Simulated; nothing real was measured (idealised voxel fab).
The following is a process module called voxel released beams.
Cross-sectional view cut (width: 180 nm; square cell size: 5 nm).
Format of a cross-section: grid, square cells. Given as bands. Order: top down. Band: one or more rows of cells.
Band: top and bottom heights (nm) first, top before bottom; then materials from left to right, widths in nm. "everywhere" marks a sole material filling the band edge to edge. "empty" denotes empty space.
Counting heights begins at 0, where everything beneath is, in the wafer as received, one material. The lowest band has no bottom; it goes on downwards, as "top 0, no bottom" shows.
A two-number width, for instance "30 to 40", indicates that the width is equal to the first number in the top row of the band and to the second number in the bottom row, and that it changes by a constant amount per row of cells.
"no modification" for a step: no cell of the cross-section changed in that step.
Any empty space of 8 cells or more lacking an open way to the top shows up in "Tabulated closed voids" as width x height at distance, distance from the left edge, in nm.
Step line, after settings: the simulator's comment on this step.
A step line may carry the setting "overlay nm", which, for steps involving a mask, states the distance by which the mask lay to the right of its intended position; negative values denote displacement to the left.
Pairs ahead. Before: cross-section ahead of one process step. After: cross-section once the step is done, shown to the lowest changed band only. Under each pair: that step, with settings. Caution: pairs may come from different runs of this module on the same starting wafer; a pair follows the pair above only where its "Pre-step profile" entry says so.

[Pre-step profile]
> top 0, no bottom: Si everywhere
> Tabulated closed voids: none

[Sectional Result]
> top 5, bottom 0: Al2O3 everywhere
> Note: structure below 0 unchanged.
> Tabulated closed voids: none
The two cross-sections above are separated by a single process step, namely op CONFORMAL_DEP | material Al2O3 | thk nm 5

Pre-step profile: per the after cross-section of the pair just above.

[Sectional Result]
> top 25, bottom 5: SiO2 everywhere
> Note: structure below 5 unchanged.
> Tabulated closed voids: none
The two cross-sections above are separated by a single process step, namely op DIRECTIONAL_DEP | material SiO2 | thk nm 20

Pre-step profile: per the after cross-section of the pair just above.

[Sectional Result]
> top 25, bottom 5: 40 of SiO2 / 40 of empty / 100 of SiO2
> Note: structure below 5 unchanged.
> Tabulated closed voids: none
The two cross-sections above are separated by a single process step, namely op MASKED_ETCH | tone open | mask id ANCHOR | width nm 40 | etch materials SiO2 | depth nm 20 | overlay nm 0

Pre-step profile: per the after cross-section of the pair just above.

[Sectional Result]
> top 40, bottom 25: 55 of SiN / 10 of empty / 115 of SiN
> top 25, bottom 20: 40 of SiO2 / 15 of SiN / 10 of empty / 15 of SiN / 100 of SiO2
> top 20, bottom 5: 40 of SiO2 / 40 of SiN / 100 of SiO2
> Note: structure below 5 unchanged.
> Tabulated closed voids: none
The two cross-sections above are separated by a single process step, namely op CONFORMAL_DEP | material SiN | thk nm 15

Pre-step profile: per the after cross-section of the pair just above.

[Sectional Result]
> top 55, bottom 40: 35 of empty / 105 of resist / 40 of empty
> top 40, bottom 25: 55 of SiN / 10 of resist / 115 of SiN
> top 25, bottom 20: 40 of SiO2 / 15 of SiN / 10 of resist / 15 of SiN / 100 of SiO2
> Note: structure below 20 unchanged.
> Tabulated closed voids: none
The two cross-sections above are separated by a single process step, namely op PATTERN | tone cover | mask id BEAM | material resist | width nm 105 | thk nm 15 | overlay nm 0

Pre-step profile: per the after cross-section of the pair just above.

[Sectional Result]
> top 55, bottom 40: 35 of empty / 105 of resist / 40 of empty
> top 40, bottom 25: 35 of empty / 20 of SiN / 10 of resist / 75 of SiN / 40 of empty
> Note: structure below 25 unchanged.
> Tabulated closed voids: none
The two cross-sections above are separated by a single process step, namely op DIRECTIONAL_ETCH | etch materials SiN | depth nm 15

Pre-step profile: per the after cross-section of the pair just above.

[Sectional Result]
> top 40, bottom 25: 35 of empty / 20 of SiN / 10 of empty / 75 of SiN / 40 of empty
> top 25, bottom 20: 40 of SiO2 / 15 of SiN / 10 of empty / 15 of SiN / 100 of SiO2
> Note: structure below 20 unchanged.
> Tabulated closed voids: none
The two cross-sections above are separated by a single process step, namely op STRIP | etch materials resist

Pre-step profile: per the after cross-section of the pair just above.

[Sectional Result]
> top 40, bottom 25: 35 of empty / 20 of SiN / 10 of empty / 75 of SiN / 40 of empty
> top 25, bottom 20: 40 of empty / 15 of SiN / 10 of empty / 15 of SiN / 100 of empty
> top 20, bottom 5: 40 of empty / 40 of SiN / 100 of empty
> Note: structure below 5 unchanged.
> Tabulated closed voids: none
The two cross-sections above are separated by a single process step, namely op STRIP | etch materials SiO2

[Pre-step profile]
> top 0, no bottom: Si everywhere
> Tabulated closed voids: none

[Sectional Result]
> top 20, bottom 0: SiO2 everywhere
> Note: structure below 0 unchanged.
> Tabulated closed voids: none
The two cross-sections above are separated by a single process step, namely op DIRECTIONAL_DEP | material SiO2 | thk nm 20

Pre-step profile: per the after cross-section of the pair just above.

[Sectional Result]
> top 20, bottom 0: 40 of SiO2 / 40 of empty / 100 of SiO2
> Note: structure below 0 unchanged.
> Tabulated closed voids: none
The two cross-sections above are separated by a single process step, namely op MASKED_ETCH | tone open | mask id ANCHOR | width nm 40 | etch materials SiO2 | depth nm 20 | overlay nm 0

Pre-step profile: per the after cross-section of the pair just above.

[Sectional Result]
> top 35, bottom 20: 55 of SiN / 10 of empty / 115 of SiN
> top 20, bottom 15: 40 of SiO2 / 15 of SiN / 10 of empty / 15 of SiN / 100 of SiO2
> top 15, bottom 0: 40 of SiO2 / 40 of SiN / 100 of SiO2
> Note: structure below 0 unchanged.
> Tabulated closed voids: none
The two cross-sections above are separated by a single process step, namely op CONFORMAL_DEP | material SiN | thk nm 15

Pre-step profile: per the after cross-section of the pair just above.

[Sectional Result]
> top 50, bottom 35: 35 of empty / 105 of resist / 40 of empty
> top 35, bottom 20: 55 of SiN / 10 of resist / 115 of SiN
> top 20, bottom 15: 40 of SiO2 / 15 of SiN / 10 of resist / 15 of SiN / 100 of SiO2
> Note: structure below 15 unchanged.
> Tabulated closed voids: none
The two cross-sections above are separated by a single process step, namely op PATTERN | tone cover | mask id BEAM | material resist | width nm 105 | thk nm 15 | overlay nm 0

Pre-step profile: per the after cross-section of the pair just above.

[Sectional Result]
> top 50, bottom 35: 35 of empty / 105 of resist / 40 of empty
> top 35, bottom 20: 35 of empty / 20 of SiN / 10 of resist / 75 of SiN / 40 of empty
> Note: structure below 20 unchanged.
> Tabulated closed voids: none
The two cross-sections above are separated by a single process step, namely op DIRECTIONAL_ETCH | etch materials SiN | depth nm 15

Pre-step profile: per the after cross-section of the pair just above.

[Sectional Result]
> top 35, bottom 20: 35 of empty / 20 of SiN / 10 of empty / 75 of SiN / 40 of empty
> top 20, bottom 15: 40 of SiO2 / 15 of SiN / 10 of empty / 15 of SiN / 100 of SiO2
> Note: structure below 15 unchanged.
> Tabulated closed voids: none
The two cross-sections above are separated by a single process step, namely op STRIP | etch materials resist

Pre-step profile: per the after cross-section of the pair just above.

[Sectional Result]
> top 35, bottom 20: 35 of empty / 20 of SiN / 10 of empty / 75 of SiN / 40 of empty
> top 20, bottom 15: 40 of empty / 15 of SiN / 10 of empty / 15 of SiN / 100 of empty
> top 15, bottom 0: 40 of empty / 40 of SiN / 100 of empty
> Note: structure below 0 unchanged.
> Tabulated closed voids: none
The two cross-sections above are separated by a single process step, namely op STRIP | etch materials SiO2

[Pre-step profile]
> top 40, bottom 25: 55 of SiN / 10 of empty / 115 of SiN
> top 25, bottom 20: 40 of SiO2 / 15 of SiN / 10 of empty / 15 of SiN / 100 of SiO2
> top 20, bottom 5: 40 of SiO2 / 40 of SiN / 100 of SiO2
> top 5, bottom 0: Al2O3 everywhere
> top 0, no bottom: Si everywhere
> Tabulated closed voids: none

[Sectional Result]
> top 55, bottom 25: SiN everywhere
> top 25, bottom 5: 40 of SiO2 / 40 of SiN / 100 of SiO2
> Note: structure below 5 unchanged.
> Tabulated closed voids: none
The two cross-sections above are separated by a single process step, namely op CONFORMAL_DEP | material SiN | thk nm 15

Pre-step profile: per the after cross-section of the pair just above.

[Sectional Result]
> top 70, bottom 55: 35 of empty / 105 of resist / 40 of empty
> Note: structure below 55 unchanged.
> Tabulated closed voids: none
The two cross-sections above are separated by a single process step, namely op PATTERN | tone cover | mask id BEAM | material resist | width nm 105 | thk nm 15 | overlay nm 0

Pre-step profile: per the after cross-section of the pair just above.

[Sectional Result]
> top 70, bottom 55: 35 of empty / 105 of resist / 40 of empty
> top 55, bottom 40: 35 of empty / 105 of SiN / 40 of empty
> Note: structure below 40 unchanged.
> Tabulated closed voids: none
The two cross-sections above are separated by a single process step, namely op DIRECTIONAL_ETCH | etch materials SiN | depth nm 15

Pre-step profile: per the after cross-section of the pair just above.

[Sectional Result]
> top 55, bottom 40: 35 of empty / 105 of SiN / 40 of empty
> Note: structure below 40 unchanged.
> Tabulated closed voids: none
The two cross-sections above are separated by a single process step, namely op STRIP | etch materials resist

[Pre-step profile]
> top 20, bottom 0: SiO2 everywhere
> top 0, no bottom: Si everywhere
> Tabulated closed voids: none

[Sectional Result]
> top 25, bottom 20: Al2O3 everywhere
> Note: structure below 20 unchanged.
> Tabulated closed voids: none
The two cross-sections above are separated by a single process step, namely op CONFORMAL_DEP | material Al2O3 | thk nm 5

Pre-step profile: per the after cross-section of the pair just above.

[Sectional Result]
> top 40, bottom 25: SiN everywhere
> Note: structure below 25 unchanged.
> Tabulated closed voids: none
The two cross-sections above are separated by a single process step, namely op CONFORMAL_DEP | material SiN | thk nm 15

Pre-step profile: per the after cross-section of the pair just above.

[Sectional Result]
> top 55, bottom 40: 35 of empty / 105 of resist / 40 of empty
> Note: structure below 40 unchanged.
> Tabulated closed voids: none
The two cross-sections above are separated by a single process step, namely op PATTERN | tone cover | mask id BEAM | material resist | width nm 105 | thk nm 15 | overlay nm 0

Pre-step profile: per the after cross-section of the pair just above.

[Sectional Result]
> top 55, bottom 40: 35 of empty / 105 of resist / 40 of empty
> top 40, bottom 25: 35 of empty / 105 of SiN / 40 of empty
> Note: structure below 25 unchanged.
> Tabulated closed voids: none
The two cross-sections above are separated by a single process step, namely op DIRECTIONAL_ETCH | etch materials SiN | depth nm 15

Pre-step profile: per the after cross-section of the pair just above.

[Sectional Result]
> top 40, bottom 25: 35 of empty / 105 of SiN / 40 of empty
> Note: structure below 25 unchanged.
> Tabulated closed voids: none
The two cross-sections above are separated by a single process step, namely op STRIP | etch materials resist

[Pre-step profile]
> top 25, bottom 5: 40 of SiO2 / 40 of empty / 100 of SiO2
> top 5, bottom 0: Al2O3 everywhere
> top 0, no bottom: Si everywhere
> Tabulated closed voids: none

[Sectional Result]
> top 35, bottom 25: 50 of SiN / 20 of empty / 110 of SiN
> top 25, bottom 15: 40 of SiO2 / 10 of SiN / 20 of empty / 10 of SiN / 100 of SiO2
> top 15, bottom 5: 40 of SiO2 / 40 of SiN / 100 of SiO2
> Note: structure below 5 unchanged.
> Tabulated closed voids: none
The two cross-sections above are separated by a single process step, namely op CONFORMAL_DEP | material SiN | thk nm 10

Pre-step profile: per the after cross-section of the pair just above.

[Sectional Result]
> top 50, bottom 35: 35 of empty / 105 of resist / 40 of empty
> top 35, bottom 25: 50 of SiN / 20 of resist / 110 of SiN
> top 25, bottom 15: 40 of SiO2 / 10 of SiN / 20 of resist / 10 of SiN / 100 of SiO2
> Note: structure below 15 unchanged.
> Tabulated closed voids: none
The two cross-sections above are separated by a single process step, namely op PATTERN | tone cover | mask id BEAM | material resist | width nm 105 | thk nm 15 | overlay nm 0

Pre-step profile: per the after cross-section of the pair just above.

[Sectional Result]
> top 50, bottom 35: 35 of empty / 105 of resist / 40 of empty
> top 35, bottom 25: 35 of empty / 15 of SiN / 20 of resist / 70 of SiN / 40 of empty
> Note: structure below 25 unchanged.
> Tabulated closed voids: none
The two cross-sections above are separated by a single process step, namely op DIRECTIONAL_ETCH | etch materials SiN | depth nm 15

Pre-step profile: per the after cross-section of the pair just above.

[Sectional Result]
> top 35, bottom 25: 35 of empty / 15 of SiN / 20 of empty / 70 of SiN / 40 of empty
> top 25, bottom 15: 40 of SiO2 / 10 of SiN / 20 of empty / 10 of SiN / 100 of SiO2
> Note: structure below 15 unchanged.
> Tabulated closed voids: none
The two cross-sections above are separated by a single process step, namely op STRIP | etch materials resist

Pre-step profile: per the after cross-section of the pair just above.

[Sectional Result]
> top 35, bottom 25: 35 of empty / 15 of SiN / 20 of empty / 70 of SiN / 40 of empty
> top 25, bottom 15: 40 of empty / 10 of SiN / 20 of empty / 10 of SiN / 100 of empty
> top 15, bottom 5: 40 of empty / 40 of SiN / 100 of empty
> Note: structure below 5 unchanged.
> Tabulated closed voids: none
The two cross-sections above are separated by a single process step, namely op STRIP | etch materials SiO2

[Pre-step profile]
> top 40, bottom 25: 55 of SiN / 10 of empty / 115 of SiN
> top 25, bottom 20: 40 of SiO2 / 15 of SiN / 10 of empty / 15 of SiN / 100 of SiO2
> top 20, bottom 5: 40 of SiO2 / 40 of SiN / 100 of SiO2
> top 5, bottom 0: Al2O3 everywhere
> top 0, no bottom: Si everywhere
> Tabulated closed voids: none

[Sectional Result]
> top 55, bottom 40: 30 of empty / 115 of resist / 35 of empty
> top 40, bottom 25: 55 of SiN / 10 of resist / 115 of SiN
> top 25, bottom 20: 40 of SiO2 / 15 of SiN / 10 of resist / 15 of SiN / 100 of SiO2
> Note: structure below 20 unchanged.
> Tabulated closed voids: none
The two cross-sections above are separated by a single process step, namely op PATTERN | tone cover | mask id BEAM | material resist | width nm 115 | thk nm 15 | overlay nm 0

Pre-step profile: per the after cross-section of the pair just above.

[Sectional Result]
> top 55, bottom 40: 30 of empty / 115 of resist / 35 of empty
> top 40, bottom 25: 30 of empty / 25 of SiN / 10 of resist / 80 of SiN / 35 of empty
> Note: structure below 25 unchanged.
> Tabulated closed voids: none
The two cross-sections above are separated by a single process step, namely op DIRECTIONAL_ETCH | etch materials SiN | depth nm 15

Pre-step profile: per the after cross-section of the pair just above.

[Sectional Result]
> top 40, bottom 25: 30 of empty / 25 of SiN / 10 of empty / 80 of SiN / 35 of empty
> top 25, bottom 20: 40 of SiO2 / 15 of SiN / 10 of empty / 15 of SiN / 100 of SiO2
> Note: structure below 20 unchanged.
> Tabulated closed voids: none
The two cross-sections above are separated by a single process step, namely op STRIP | etch materials resist

Pre-step profile: per the after cross-section of the pair just above.

[Sectional Result]
> top 40, bottom 25: 30 of empty / 25 of SiN / 10 of empty / 80 of SiN / 35 of empty
> top 25, bottom 20: 40 of empty / 15 of SiN / 10 of empty / 15 of SiN / 100 of empty
> top 20, bottom 5: 40 of empty / 40 of SiN / 100 of empty
> Note: structure below 5 unchanged.
> Tabulated closed voids: none
The two cross-sections above are separated by a single process step, namely op STRIP | etch materials SiO2

[Pre-step profile]
> top 40, bottom 25: 55 of SiN / 10 of empty / 115 of SiN
> top 25, bottom 20: 40 of SiO2 / 15 of SiN / 10 of empty / 15 of SiN / 100 of SiO2
> top 20, bottom 5: 40 of SiO2 / 40 of SiN / 100 of SiO2
> top 5, bottom 0: Al2O3 everywhere
> top 0, no bottom: Si everywhere
> Tabulated closed voids: none

[Sectional Result]
> top 55, bottom 40: 25 of empty / 105 of resist / 50 of empty
> top 40, bottom 25: 55 of SiN / 10 of resist / 115 of SiN
> top 25, bottom 20: 40 of SiO2 / 15 of SiN / 10 of resist / 15 of SiN / 100 of SiO2
> Note: structure below 20 unchanged.
> Tabulated closed voids: none
The two cross-sections above are separated by a single process step, namely op PATTERN | tone cover | mask id BEAM | material resist | width nm 105 | thk nm 15 | overlay nm -10

Pre-step profile: per the after cross-section of the pair just above.

[Sectional Result]
> top 55, bottom 40: 25 of empty / 105 of resist / 50 of empty
> top 40, bottom 25: 25 of empty / 30 of SiN / 10 of resist / 65 of SiN / 50 of empty
> Note: structure below 25 unchanged.
> Tabulated closed voids: none
The two cross-sections above are separated by a single process step, namely op DIRECTIONAL_ETCH | etch materials SiN | depth nm 15

Pre-step profile: per the after cross-section of the pair just above.

[Sectional Result]
> top 40, bottom 25: 25 of empty / 30 of SiN / 10 of empty / 65 of SiN / 50 of empty
> top 25, bottom 20: 40 of SiO2 / 15 of SiN / 10 of empty / 15 of SiN / 100 of SiO2
> Note: structure below 20 unchanged.
> Tabulated closed voids: none
The two cross-sections above are separated by a single process step, namely op STRIP | etch materials resist

Pre-step profile: per the after cross-section of the pair just above.

[Sectional Result]
> top 40, bottom 25: 25 of empty / 30 of SiN / 10 of empty / 65 of SiN / 50 of empty
> top 25, bottom 20: 40 of empty / 15 of SiN / 10 of empty / 15 of SiN / 100 of empty
> top 20, bottom 5: 40 of empty / 40 of SiN / 100 of empty
> Note: structure below 5 unchanged.
> Tabulated closed voids: none
The two cross-sections above are separated by a single process step, namely op STRIP | etch materials SiO2

[Pre-step profile]
> top 25, bottom 5: 40 of SiO2 / 40 of empty / 100 of SiO2
> top 5, bottom 0: Al2O3 everywhere
> top 0, no bottom: Si everywhere
> Tabulated closed voids: none

[Sectional Result]
> top 40, bottom 25: 55 of Al2O3 / 10 of empty / 115 of Al2O3
> top 25, bottom 20: 40 of SiO2 / 15 of Al2O3 / 10 of empty / 15 of Al2O3 / 100 of SiO2
> top 20, bottom 5: 40 of SiO2 / 40 of Al2O3 / 100 of SiO2
> Note: structure below 5 unchanged.
> Tabulated closed voids: none
The two cross-sections above are separated by a single process step, namely op CONFORMAL_DEP | material Al2O3 | thk nm 15

Pre-step profile: per the after cross-section of the pair just above.

[Sectional Result]
> top 55, bottom 40: 35 of empty / 105 of resist / 40 of empty
> top 40, bottom 25: 55 of Al2O3 / 10 of resist / 115 of Al2O3
> top 25, bottom 20: 40 of SiO2 / 15 of Al2O3 / 10 of resist / 15 of Al2O3 / 100 of SiO2
> Note: structure below 20 unchanged.
> Tabulated closed voids: none
The two cross-sections above are separated by a single process step, namely op PATTERN | tone cover | mask id BEAM | material resist | width nm 105 | thk nm 15 | overlay nm 0

Pre-step profile: per the after cross-section of the pair just above.

[Sectional Result]
> top 40, bottom 25: 55 of Al2O3 / 10 of empty / 115 of Al2O3
> top 25, bottom 20: 40 of SiO2 / 15 of Al2O3 / 10 of empty / 15 of Al2O3 / 100 of SiO2
> Note: structure below 20 unchanged.
> Tabulated closed voids: none
The two cross-sections above are separated by a single process step, namely op STRIP | etch materials resist

[Pre-step profile]
> top 25, bottom 5: SiO2 everywhere
> top 5, bottom 0: Al2O3 everywhere
> top 0, no bottom: Si everywhere
> Tabulated closed voids: none

[Sectional Result]
> top 25, bottom 5: 40 of empty / 40 of SiO2 / 100 of empty
> Note: structure below 5 unchanged.
> Tabulated closed voids: none
The two cross-sections above are separated by a single process step, namely op MASKED_ETCH | tone cover | mask id ANCHOR | width nm 40 | etch materials SiO2 | depth nm 20 | overlay nm 0

Pre-step profile: per the after cross-section of the pair just above.

[Sectional Result]
> top 40, bottom 25: 25 of empty / 70 of SiN / 85 of empty
> top 25, bottom 20: 25 of empty / 15 of SiN / 40 of SiO2 / 15 of SiN / 85 of empty
> top 20, bottom 5: 40 of SiN / 40 of SiO2 / 100 of SiN
> Note: structure below 5 unchanged.
> Tabulated closed voids: none
The two cross-sections above are separated by a single process step, namely op CONFORMAL_DEP | material SiN | thk nm 15

Pre-step profile: per the after cross-section of the pair just above.

[Sectional Result]
> top 55, bottom 40: 35 of empty / 105 of resist / 40 of empty
> top 40, bottom 25: 25 of empty / 70 of SiN / 45 of resist / 40 of empty
> top 25, bottom 20: 25 of empty / 15 of SiN / 40 of SiO2 / 15 of SiN / 45 of resist / 40 of empty
> Note: structure below 20 unchanged.
> Tabulated closed voids: none
The two cross-sections above are separated by a single process step, namely op PATTERN | tone cover | mask id BEAM | material resist | width nm 105 | thk nm 15 | overlay nm 0

Pre-step profile: per the after cross-section of the pair just above.

[Sectional Result]
> top 55, bottom 40: 35 of empty / 105 of resist / 40 of empty
> top 40, bottom 25: 35 of empty / 60 of SiN / 45 of resist / 40 of empty
> top 25, bottom 20: 25 of empty / 15 of SiN / 40 of SiO2 / 15 of SiN / 45 of resist / 40 of empty
> top 20, bottom 5: 25 of empty / 15 of SiN / 40 of SiO2 / 60 of SiN / 40 of empty
> Note: structure below 5 unchanged.
> Tabulated closed voids: none
The two cross-sections above are separated by a single process step, namely op DIRECTIONAL_ETCH | etch materials SiN | depth nm 15

Pre-step profile: per the after cross-section of the pair just above.

[Sectional Result]
> top 40, bottom 25: 35 of empty / 60 of SiN / 85 of empty
> top 25, bottom 20: 25 of empty / 15 of SiN / 40 of SiO2 / 15 of SiN / 85 of empty
> Note: structure below 20 unchanged.
> Tabulated closed voids: none
The two cross-sections above are separated by a single process step, namely op STRIP | etch materials resist
